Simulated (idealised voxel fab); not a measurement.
process module | voxel double patterning
cross-section cut | 225 nm wide | cells 5 nm
A cross-section is a grid of square cells, given in bands from the top down. A band is one or more rows of cells.
Each band's line starts with the height of the band's top and of its bottom, in nm. Then come its materials from left to right, each with its width in nm. One material with "throughout" fills the band from edge to edge. "air" is empty space.
Height 0 is the level under which the wafer as received is all one material. The lowest band goes on downwards, as in "0 down".
A width such as "30 to 40" changes by the same amount from each row of cells to the next, from the band's top row to its bottom row.
"no change" after a step means that no cell of the cross-section changed.
closed voids: empty space of 8 cells or more with no open way to the top, each as width x height at its distance from the left edge, in nm
after a step's settings: what the simulator itself notes on the step
overlay nm, on a step with a mask: how far to the right of its planned place the mask lay; to the left if negative
plan
1 op RECEIVE | material Si
2 op CONFORMAL_DEP | material SiN | thk nm 5
3 op DIRECTIONAL_DEP | material SiO2 | thk nm 15
4 op DIRECTIONAL_DEP | material SiCN | thk nm 10
5 op PATTERN | tone open | mask id FIRST | material resist | width nm 15 | pitch nm 50 | thk nm 15 | overlay nm 0
6 op DIRECTIONAL_ETCH | etch materials SiCN | depth nm 10
7 op STRIP | etch materials resist
8 op MASKED_ETCH | tone open | mask id SECOND | width nm 15 | pitch nm 50 | etch materials SiCN | depth nm 10 | overlay nm 0
9 op DIRECTIONAL_ETCH | etch materials SiO2 | depth nm 15
10 op STRIP | etch materials SiCN
as received, after step 1
  0 down: Si throughout
  closed voids: none
first wafer at the end, as planned
  20 to 5: SiO2 55 | air 15 | SiO2 10 | air 15 | SiO2 10 | air 15 | SiO2 10 | air 15 | SiO2 10 | air 15 | SiO2 55
  5 to 0: SiN throughout
  0 down: Si throughout
  closed voids: none
second wafer at the end: like start, like plan, one mistake
  35 to 20: SiO2 55 | air 15 | SiO2 10 | air 15 | SiO2 10 | air 15 | SiO2 10 | air 15 | SiO2 10 | air 15 | SiO2 55
  20 to 5: SiO2 throughout
  5 to 0: SiN throughout
  0 down: Si throughout
  closed voids: none
what went wrong: step 3 was run twice
at the end the second wafer has, in cells: 135 more of SiO2
